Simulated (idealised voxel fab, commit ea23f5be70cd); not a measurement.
Process module heading - voxel self aligned vias
For reference, the cross-section in this document is cut, with width 250 nm and square cells of 5 nm.
A cross-section in this document is a grid of square cells, and it is written down as bands, the top band listed before the ones below it; a band is made up of one or more rows of cells.
Each band's line starts with the height of the band's top and of its bottom, in nm. Then come its materials from left to right, each with its width in nm. One material with "full width" fills the band from edge to edge. "air" is empty space.
Heights are expressed relative to 0, this being the level below which the as-received wafer comprises one material exclusively. The lowest band is unbounded in the downward direction and is denoted as in "z 0 and below".
Graded width ("30->40"): value in top row of band = first number; value in bottom row = second number; row-to-row change constant.
Basically "no change occurred" means that step didn't change any cell in the cross-section.
You'll see "Enclosed internal cavities" listing empty spaces that have no way open to the top, as long as they're 8 cells or more; the notation is width x height at distance, where the distance is from the left edge, and all of it is in nm.
The remark found on a step's line after its settings is issued by the simulator itself and pertains to that step.
"overlay nm", when on a step's line for a step with a mask, measures how far to the right of its planned place the mask lay; a negative measure means to the left.
Planned process steps:
- 1: RECEIVE | material Si
- 2: CONFORMAL_DEP | material SiO2 | thk nm 15
- 3: CONFORMAL_DEP | material SiCN | thk nm 5
- 4: DIRECTIONAL_DEP | material SiO2 | thk nm 30
- 5: PATTERN | tone open | mask id LINES | material resist | width nm 30 | pitch nm 65 | thk nm 15 | overlay nm 0
- 6: DIRECTIONAL_ETCH | etch materials SiO2 | depth nm 30
- 7: STRIP | etch materials resist
- 8: CONFORMAL_DEP | material TiN | thk nm 5
- 9: FILL_DEP | material Ru | thk nm 5
- 10: CMP | height nm 50
- 11: SELECTIVE_ETCH | etch materials W Ru TiN | depth nm 5
- 12: FILL_DEP | material SiN | thk nm 10
- 13: CMP | height nm 50
- 14: DIRECTIONAL_DEP | material SiO2 | thk nm 15
- 15: MASKED_ETCH | tone open | mask id VIAS | width nm 50 | pitch nm 65 | etch materials SiO2 | depth nm 15 | overlay nm 0
- 16: MASKED_ETCH | tone open | mask id VIAS | width nm 50 | pitch nm 65 | etch materials SiN | depth nm 5 | overlay nm 0
- 17: CONFORMAL_DEP | material TiN | thk nm 5
- 18: FILL_DEP | material W | thk nm 10
- 19: CMP | height nm 65
- 20: CONFORMAL_DEP | material SiN | thk nm 5
Cross-sectional view of the wafer in its as-received condition, corresponding to the state after step 1:
z 0 and below = Si full width
Enclosed internal cavities: none
Figure: cross-sectional view of the wafer upon completion of the module, processed from the initial state and according to the plan depicted above, with one error introduced during execution:
z 70 to 65 = SiN full width
z 65 to 55 = SiO2 65  TiN 5  W 40  TiN 5  SiO2 15  TiN 5  W 40  TiN 5  SiO2 70
z 55 to 50 = SiO2 65  TiN 15  W 20  TiN 15  SiO2 15  TiN 15  W 20  TiN 15  SiO2 70
z 50 to 45 = SiO2 75  TiN 30  SiO2 35  TiN 30  SiO2 80
z 45 to 40 = SiO2 75  TiN 5  Ru 20  TiN 5  SiO2 35  TiN 5  Ru 20  TiN 5  SiO2 80
z 40 to 35 = SiO2 75  TiN 30  SiO2 35  TiN 30  SiO2 80
z 35 to 30 = SiCN full width
z 30 to 0 = SiO2 full width
z 0 and below = Si full width
Enclosed internal cavities: none
Processing error: plan step 2 ran twice
